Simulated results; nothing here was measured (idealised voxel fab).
Presented below is a process module, voxel plated lines.
Section cut is 155 nm wide and gridded with 5 nm square cells.
This document writes a cross-section as a grid whose cells are square, and gives it as bands, listed from the top down; one or more rows of cells form a band.
Look at the band entry: it leads with the top's height and the bottom's height in nm. Then it lists the materials left to right, with a width in nm for each. The word "throughout" on a single material says that material fills the band edge to edge. The word "blank" is empty space.
For the purposes of this specification, 0 denotes the height below which the wafer in its as-received condition is composed wholly of one material, and the lowermost band, lacking a lower limit, extends downward without end, as expressed in "z 0 and below".
Note: "30 to 40" means the width goes from the first number (top row of the band) to the second number (bottom row) in equal steps per row of cells.
The cross-section has no changed cell in any step marked "no change occurred".
Basically, "Enclosed internal voids" tells you about the enclosed voids: empty spaces with no open way to the top, 8 cells or bigger, each written width x height at distance, where distance is from the left edge, all in nm.
Anything after a step's settings on that line? It's the simulator's own note about the step.
"overlay nm" on a masked step: distance the mask lay right of its planned place, negative for left.
Intended process steps
1. RECEIVE, material Si
2. CONFORMAL_DEP, material Al2O3, thk nm 15
3. DIRECTIONAL_DEP, material TiN, thk nm 5
4. PATTERN, tone open, mask id LINES, material resist, width nm 15, pitch nm 30, thk nm 40, overlay nm 0
5. EPI, material Ru, thk nm 10
6. EPI, material Ru, thk nm 5
7. EPI, material Ru, thk nm 5
8. STRIP, etch materials resist
9. DIRECTIONAL_ETCH, etch materials TiN, depth nm 5
10. CONFORMAL_DEP, material SiO2, thk nm 10
The first of two wafers, run as planned
Here's what the wafer looked like in cross-section when it arrived - that's after step 1
- z 0 and below | Si throughout
- Enclosed internal voids: none
Presented here is a cross-section of the wafer after step 2 has been performed
- z 15 to 0 | Al2O3 throughout
- Under 0: no change, same as before.
Presented here is a cross-section of the wafer after step 3 has been performed
- z 20 to 15 | TiN throughout
- Under 15: no change, same as before.
Presented here is a cross-section of the wafer after step 4 has been performed
- z 60 to 20 | resist 55, then blank 15, then resist 15, then blank 15, then resist 55
- Under 20: no change, same as before.
Presented here is a cross-section of the wafer after step 5 has been performed
- z 60 to 30 | resist 55, then blank 15, then resist 15, then blank 15, then resist 55
- z 30 to 20 | resist 55, then Ru 15, then resist 15, then Ru 15, then resist 55
- Under 20: no change, same as before.
Presented here is a cross-section of the wafer after step 6 has been performed
- z 60 to 35 | resist 55, then blank 15, then resist 15, then blank 15, then resist 55
- z 35 to 20 | resist 55, then Ru 15, then resist 15, then Ru 15, then resist 55
- Under 20: no change, same as before.
Presented here is a cross-section of the wafer after step 7 has been performed
- z 60 to 40 | resist 55, then blank 15, then resist 15, then blank 15, then resist 55
- z 40 to 20 | resist 55, then Ru 15, then resist 15, then Ru 15, then resist 55
- Under 20: no change, same as before.
Presented here is a cross-section of the wafer after step 8 has been performed
- z 40 to 20 | blank 55, then Ru 15, then blank 15, then Ru 15, then blank 55
- Under 20: no change, same as before.
Presented here is a cross-section of the wafer after step 9 has been performed
- z 40 to 20 | blank 55, then Ru 15, then blank 15, then Ru 15, then blank 55
- z 20 to 15 | blank 55, then TiN 15, then blank 15, then TiN 15, then blank 55
- Under 15: no change, same as before.
Presented here is a cross-section of the wafer after step 10 has been performed
- z 50 to 40 | blank 45, then SiO2 65, then blank 45
- z 40 to 25 | blank 45, then SiO2 10, then Ru 15, then SiO2 15, then Ru 15, then SiO2 10, then blank 45
- z 25 to 20 | SiO2 55, then Ru 15, then SiO2 15, then Ru 15, then SiO2 55
- z 20 to 15 | SiO2 55, then TiN 15, then SiO2 15, then TiN 15, then SiO2 55
- Under 15: no change, same as before.
Notes, second wafer: start = first wafer's, plan = first wafer's, execution had one mistake; history identical to first through step 4
Planned end of step 5: second wafer, cross-section
- z 60 to 40 | resist 55, then blank 15, then resist 15, then blank 15, then resist 55
- z 40 to 20 | resist 55, then Ru 15, then resist 15, then Ru 15, then resist 55
- Under 20: no change, same as before.
Planned end of step 6: second wafer, cross-section
- z 60 to 45 | resist 55, then blank 15, then resist 15, then blank 15, then resist 55
- z 45 to 20 | resist 55, then Ru 15, then resist 15, then Ru 15, then resist 55
- Under 20: no change, same as before.
Planned end of step 7: second wafer, cross-section
- z 60 to 50 | resist 55, then blank 15, then resist 15, then blank 15, then resist 55
- z 50 to 20 | resist 55, then Ru 15, then resist 15, then Ru 15, then resist 55
- Under 20: no change, same as before.
Planned end of step 8: second wafer, cross-section
- z 50 to 20 | blank 55, then Ru 15, then blank 15, then Ru 15, then blank 55
- Under 20: no change, same as before.
Planned end of step 9: second wafer, cross-section
- z 50 to 20 | blank 55, then Ru 15, then blank 15, then Ru 15, then blank 55
- z 20 to 15 | blank 55, then TiN 15, then blank 15, then TiN 15, then blank 55
- Under 15: no change, same as before.
Planned end of step 10: second wafer, cross-section
- z 60 to 50 | blank 45, then SiO2 65, then blank 45
- z 50 to 25 | blank 45, then SiO2 10, then Ru 15, then SiO2 15, then Ru 15, then SiO2 10, then blank 45
- z 25 to 20 | SiO2 55, then Ru 15, then SiO2 15, then Ru 15, then SiO2 55
- z 20 to 15 | SiO2 55, then TiN 15, then SiO2 15, then TiN 15, then SiO2 55
- Under 15: no change, same as before.
Finding, execution versus plan: twice, step 5 of the plan was run
Bottom line after processing is that, in cells, the second wafer is up or down on some materials versus the first: 12 more of Ru; 14 more of SiO2
